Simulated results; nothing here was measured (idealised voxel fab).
Process module under the name voxel transistor to metal
200 nm wide, 5 nm square cells: that's cross-section cut.
Notation: cross-section as square-cell grid; stated in bands, top first, going down; one or more cell rows per band.
Read a band's entry like this: the first values are the height of its top and the height of its bottom in nm, and what follows is the sequence of materials from left to right, each with its width in nm. Note that "blank" is empty space, and that a single material marked "all across" reaches across the band from edge to edge.
Heights are reckoned from 0. Under this level, the received wafer is all of one material. The bottommost band is open-ended downward, for example "0 down".
It should be noted that a width expressed as "30 to 40" varies in equal increments from row to row of cells within the band, taking the value of the first number at the top row and that of the second number at the bottom row.
Where a step carries "same as before", the cross-section came out of it unchanged, cell for cell.
Empty spaces counting at least 8 cells and having no open way to the top are listed in "Trapped voids". The notation width x height at distance is used for each, the distance being from the left edge and all three values in nm.
On each step's line, the part that comes after the settings is the simulator's own comment on the step.
overlay nm: on a step with a mask, how far right of its planned place the mask lay; negative means left.

# Listed below are the process steps as planned
1) RECEIVE | material Si
2) OXIDIZE | depth nm 5
3) CONFORMAL_DEP | material SiN | thk nm 15
4) PATTERN | tone cover | mask id ACTIVE | material resist | width nm 125 | thk nm 15 | overlay nm 0
5) DIRECTIONAL_ETCH | etch materials SiN | depth nm 15
6) DIRECTIONAL_ETCH | etch materials SiO2 | depth nm 5
7) DIRECTIONAL_ETCH | etch materials Si | depth nm 25
8) STRIP | etch materials resist
9) OXIDIZE | depth nm 5
10) FILL_DEP | material SiO2 | thk nm 10
11) CMP | height nm 15
12) SELECTIVE_ETCH | etch materials SiO2 | depth nm 10
13) STRIP | etch materials SiN
14) SELECTIVE_ETCH | etch materials SiO2 | depth nm 5
15) OXIDIZE | depth nm 5
16) DIRECTIONAL_DEP | material polySi | thk nm 20
17) DIRECTIONAL_DEP | material SiCN | thk nm 15
18) PATTERN | tone cover | mask id GATE | material resist | width nm 35 | thk nm 15 | overlay nm 0
19) DIRECTIONAL_ETCH | etch materials SiCN | depth nm 25
20) DIRECTIONAL_ETCH | etch materials polySi | depth nm 30
21) STRIP | etch materials resist
22) CONFORMAL_DEP | material SiN | thk nm 10
23) DIRECTIONAL_ETCH | etch materials SiN | depth nm 10
24) DIRECTIONAL_ETCH | etch materials SiO2 | depth nm 5
25) DIRECTIONAL_ETCH | etch materials Si | depth nm 10
26) EPI | material SiGe | thk nm 10
27) FILL_DEP | material SiO2 | thk nm 5
28) CMP | height nm 15
29) STRIP | etch materials polySi
30) SELECTIVE_ETCH | etch materials SiO2 | depth nm 5
31) CONFORMAL_DEP | material HfO2 | thk nm 5
32) CONFORMAL_DEP | material TiN | thk nm 5
33) FILL_DEP | material W | thk nm 10
34) CMP | height nm 10
35) DIRECTIONAL_DEP | material SiO2 | thk nm 10
36) MASKED_ETCH | tone open | mask id CONTACT | width nm 15 | pitch nm 90 | etch materials SiO2 | depth nm 30 | overlay nm 0
37) CONFORMAL_DEP | material TiN | thk nm 5
38) FILL_DEP | material W | thk nm 10
39) CMP | height nm 20
40) CONFORMAL_DEP | material SiN | thk nm 5
41) DIRECTIONAL_DEP | material SiO2 | thk nm 20
42) PATTERN | tone open | mask id METAL_1 | material resist | width nm 15 | pitch nm 90 | thk nm 20 | overlay nm 0
43) DIRECTIONAL_ETCH | etch materials SiO2 | depth nm 20
44) DIRECTIONAL_ETCH | etch materials SiN | depth nm 5
45) STRIP | etch materials resist
46) CONFORMAL_DEP | material TiN | thk nm 5
47) FILL_DEP | material Cu | thk nm 5
48) CMP | height nm 45
49) CONFORMAL_DEP | material SiN | thk nm 5

# as received, after step 1
0 down | Si all across
Trapped voids: none

# Starting wafer: above. Plan: above. Run: one mistake. Cross-section after the module: below
50 to 45 | SiN all across
45 to 25 | SiO2=45  TiN=5  Cu=5  TiN=5  SiO2=75  TiN=5  Cu=5  TiN=5  SiO2=50
25 to 20 | SiN=45  TiN=15  SiN=75  TiN=15  SiN=50
20 to 10 | SiO2=45  TiN=5  W=5  TiN=5  SiO2=75  TiN=5  W=5  TiN=5  SiO2=50
10 to 0 | SiO2=45  TiN=5  W=5  TiN=5  SiO2=10  SiN=10  HfO2=5  TiN=5  W=15  TiN=5  HfO2=5  SiN=10  SiO2=10  TiN=5  W=5  TiN=5  SiO2=50
0 to -5 | SiO2=30  SiN=10  SiO2=5  TiN=5  W=5  TiN=5  SiGe=10  SiN=10  HfO2=5  TiN=25  HfO2=5  SiN=10  SiGe=10  TiN=5  W=5  TiN=5  SiO2=5  SiN=10  SiO2=35
-5 to -10 | SiO2=45  TiN=15  SiGe=10  SiO2=5  HfO2=45  SiO2=5  SiGe=10  TiN=15  SiO2=50
-10 to -20 | SiO2=40  SiGe=30  Si=55  SiGe=30  SiO2=45
-20 to -60 | SiO2=40  Si=115  SiO2=45
-60 down | Si all across
Trapped voids: none
Deviation noted in wafer processing: heads up, step 7 of the plan got done twice
